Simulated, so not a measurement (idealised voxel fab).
Process module, titled voxel trench capacitor
Square cell edge 5 nm, section width 250 nm, ID cut.
How to read a cross-section here: the picture is a grid of square cells, written as bands going from the top down, and any band can span one or more rows of cells.
Band: top height; bottom height; in nm. Then, left to right: material with width in nm, for each material. "full width": a single material spanning edge to edge. "air": empty space.
The level at which height equals 0 is the one under which the wafer, as it arrives, is entirely one material. No lower edge exists for the bottom band, which continues downward and is notated as in "top 0, no bottom".
Read "30..40" as a graded width: first number on top, second number at the bottom, same change between each pair of neighbouring rows.
Where a step carries "nothing changed", the cross-section came out of it unchanged, cell for cell.
The entry "Closed cavity list" lists the empty spaces that cover at least 8 cells and have no open path to the top. Each is written as width x height at distance, where the distance is measured from the left edge and all three values are in nm.
after a step's settings: what the simulator itself notes on the step
overlay nm, on a step with a mask: how far to the right of its planned place the mask lay; to the left if negative

Listed below are the process steps as planned:
1 op RECEIVE | material Si
2 op CONFORMAL_DEP | material SiN | thk nm 10
3 op DIRECTIONAL_DEP | material aC | thk nm 15
4 op PATTERN | tone open | mask id TRENCH | material resist | width nm 25 | pitch nm 50 | thk nm 35 | overlay nm 0
5 op DIRECTIONAL_ETCH | etch materials aC | depth nm 15
6 op STRIP | etch materials resist
7 op DIRECTIONAL_ETCH | etch materials SiN | depth nm 10
8 op DIRECTIONAL_ETCH | etch materials Si | depth nm 25
9 op STRIP | etch materials aC
10 op CONFORMAL_DEP | material SiO2 | thk nm 5
11 op FILL_DEP | material polySi | thk nm 5
12 op CMP | height nm 10

Incoming wafer, cross-sectional view, post step 1:
- top 0, no bottom  Si full width
- Closed cavity list: none

Cross-section: first of two wafers, module finished, run according to plan:
- top 10, bottom 0  SiN 85 nm  SiO2 5 nm  polySi 15 nm  SiO2 5 nm  SiN 25 nm  SiO2 5 nm  polySi 15 nm  SiO2 5 nm  SiN 90 nm
- top 0, bottom -20  Si 85 nm  SiO2 5 nm  polySi 15 nm  SiO2 5 nm  Si 25 nm  SiO2 5 nm  polySi 15 nm  SiO2 5 nm  Si 90 nm
- top -20, bottom -25  Si 85 nm  SiO2 25 nm  Si 25 nm  SiO2 25 nm  Si 90 nm
- top -25, no bottom  Si full width
- Closed cavity list: none

Second of two wafers, module complete, sectioned: it shares the first wafer's start and plan but was run with one mistake:
- top 10, bottom 0  SiN 75 nm  SiO2 5 nm  polySi 15 nm  SiO2 5 nm  SiN 25 nm  SiO2 5 nm  polySi 15 nm  SiO2 5 nm  SiN 100 nm
- top 0, bottom -20  Si 75 nm  SiO2 5 nm  polySi 15 nm  SiO2 5 nm  Si 25 nm  SiO2 5 nm  polySi 15 nm  SiO2 5 nm  Si 100 nm
- top -20, bottom -25  Si 75 nm  SiO2 25 nm  Si 25 nm  SiO2 25 nm  Si 100 nm
- top -25, no bottom  Si full width
- Closed cavity list: none
Diagnosis: step 4 ran with different settings than intended, the actual operation and settings being op PATTERN | tone open | mask id TRENCH | material resist | width nm 25 | pitch nm 50 | thk nm 35 | overlay nm -10
End check, second vs first wafer: material counts in cells match, positions do not.
